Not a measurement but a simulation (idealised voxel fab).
Herein follows the process module entitled voxel double patterning.
Section shown: cut. Width: 230 nm. Cell size: 5 nm, square.
Each cross-section below is a grid of square cells, stated as bands in top-down order, with one or more rows of cells making up each band. Basically the band line says how high the top is and how high the bottom is, in nm, and then what's in it from left to right, every material with its width in nm. Empty space shows up as "air", and if a single material carries "everywhere" it runs the full band edge to edge. Counting heights begins at 0, where everything beneath is, in the wafer as received, one material. The lowest band has no bottom; it goes on downwards, as "top 0, no bottom" shows. Read "30->40" as a graded width: first number on top, second number at the bottom, same change between each pair of neighbouring rows. No cell of the cross-section changed in a step that is given as "left unchanged". Look at "Unvented internal voids" for the closed voids: empty spaces with no open path to the top, sized 8 cells or up. Each is width x height at distance, distance from the left edge, all nm. What comes after the settings on a step's line is commentary from the simulator itself on that step. overlay nm, on a step with a mask: how far to the right of its planned place the mask lay; to the left if negative.

-- Planned step list for the process
1. RECEIVE,material Si
2. CONFORMAL_DEP,material SiO2,thk nm 5
3. DIRECTIONAL_DEP,material TiN,thk nm 20
4. DIRECTIONAL_DEP,material SiCN,thk nm 10
5. MASKED_ETCH,tone open,mask id FIRST,width nm 15,pitch nm 50,etch materials SiCN,depth nm 10,overlay nm 0
6. DIRECTIONAL_DEP,material aC,thk nm 10
7. PATTERN,tone open,mask id SECOND,material resist,width nm 15,pitch nm 50,thk nm 25,overlay nm 0
8. DIRECTIONAL_ETCH,etch materials aC,depth nm 10
9. STRIP,etch materials resist
10. DIRECTIONAL_ETCH,etch materials SiCN,depth nm 10
11. STRIP,etch materials aC
12. DIRECTIONAL_ETCH,etch materials TiN,depth nm 20
13. STRIP,etch materials SiCN

-- The cross-section here shows the wafer as received, i.e. in its state after step 1
* top 0, no bottom  Si everywhere
* Unvented internal voids: none

-- What the wafer looks like in cross-section after this module, when it starts as shown above and follows the plan above but one mistake is made in running it
* top 25, bottom 5  60 nm TiN | 15 nm air | 5 nm TiN | 15 nm air | 15 nm TiN | 15 nm air | 5 nm TiN | 15 nm air | 15 nm TiN | 15 nm air | 55 nm TiN
* top 5, bottom 0  SiO2 everywhere
* top 0, no bottom  Si everywhere
* Unvented internal voids: none
It is concluded that the wafer was processed incorrectly with respect to the plan, in that step 5 ran as: MASKED_ETCH,tone open,mask id FIRST,width nm 15,pitch nm 50,etch materials SiCN,depth nm 10,overlay nm 5
